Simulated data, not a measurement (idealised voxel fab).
process module | voxel self aligned vias
FYI the section here is cut, 220 nm wide, cells are 5 nm squares.
How to read a cross-section here: the picture is a grid of square cells, written as bands going from the top down, and any band can span one or more rows of cells.
Heights first: top, then bottom, in nm. Then materials, left to right, each with a width in nm. "throughout" on a single material: fills the band edge to edge. "blank": empty space.
Heights are reckoned from 0. Under this level, the received wafer is all of one material. The bottommost band is open-ended downward, for example "top 0, no bottom".
Quick explanation for "30 to 40": the width changes in equal steps down the rows of cells, from the first number in the band's top row to the second number in its bottom row.
Reading "everything unchanged" for a step: not a cell of the cross-section changed in it.
Voids not open to the top, 8 cells minimum: see "Closed void roster". Written width x height at distance; distance is from the left edge; nm.
Where a step's line continues beyond its settings, the continuation is a remark by the simulator itself on that step.
overlay nm: mask right of planned place by this much (step with mask). Neg. = left.
## Planned step list for the process
1. RECEIVE [material Si]
2. CONFORMAL_DEP [material SiO2] [thk nm 15]
3. CONFORMAL_DEP [material SiCN] [thk nm 5]
4. DIRECTIONAL_DEP [material SiO2] [thk nm 25]
5. DIRECTIONAL_DEP [material aC] [thk nm 10]
6. PATTERN [tone open] [mask id LINES] [material resist] [width nm 30] [pitch nm 70] [thk nm 25] [overlay nm 0]
7. DIRECTIONAL_ETCH [etch materials aC] [depth nm 10]
8. STRIP [etch materials resist]
9. DIRECTIONAL_ETCH [etch materials SiO2] [depth nm 25]
10. STRIP [etch materials aC]
11. CONFORMAL_DEP [material TiN] [thk nm 5]
12. FILL_DEP [material Ru] [thk nm 10]
13. CMP [height nm 45]
14. SELECTIVE_ETCH [etch materials W Ru TiN] [depth nm 10]
15. FILL_DEP [material SiN] [thk nm 10]
16. CMP [height nm 45]
17. DIRECTIONAL_DEP [material SiO2] [thk nm 15]
18. MASKED_ETCH [tone open] [mask id VIAS] [width nm 50] [pitch nm 70] [etch materials SiO2] [depth nm 15] [overlay nm 0]
19. MASKED_ETCH [tone open] [mask id VIAS] [width nm 50] [pitch nm 70] [etch materials SiN] [depth nm 10] [overlay nm 0]
20. CONFORMAL_DEP [material TiN] [thk nm 5]
21. FILL_DEP [material Cu] [thk nm 5]
22. CMP [height nm 60]
23. CONFORMAL_DEP [material SiCN] [thk nm 5]
## Delivered wafer in cross-section: state after step 1
> top 0, no bottom  Si throughout
> Closed void roster: none
## The plan above was carried out on the starting structure above with one mistake, and this cross-section shows the wafer at the end of the module
> top 65, bottom 60  SiCN throughout
> top 60, bottom 50  50 of SiO2 / 5 of TiN / 40 of Cu / 5 of TiN / 20 of SiO2 / 5 of TiN / 40 of Cu / 5 of TiN / 50 of SiO2
> top 50, bottom 40  50 to 60 of SiO2 / 15 to 5 of TiN / 20 of Cu / 15 to 5 of TiN / 20 to 40 of SiO2 / 15 to 5 of TiN / 20 of Cu / 15 to 5 of TiN / 50 to 60 of SiO2
> top 40, bottom 35  60 of SiO2 / 30 of TiN / 40 of SiO2 / 30 of TiN / 60 of SiO2
> top 35, bottom 25  60 of SiO2 / 5 of TiN / 20 of Ru / 5 of TiN / 40 of SiO2 / 5 of TiN / 20 of Ru / 5 of TiN / 60 of SiO2
> top 25, bottom 20  60 of SiO2 / 30 of TiN / 40 of SiO2 / 30 of TiN / 60 of SiO2
> top 20, bottom 0  SiCN throughout
> top 0, no bottom  Si throughout
> Closed void roster: none
Against the plan, the run slipped here: off-plan run, step 2, actual operation and settings CONFORMAL_DEP [material SiCN] [thk nm 15]
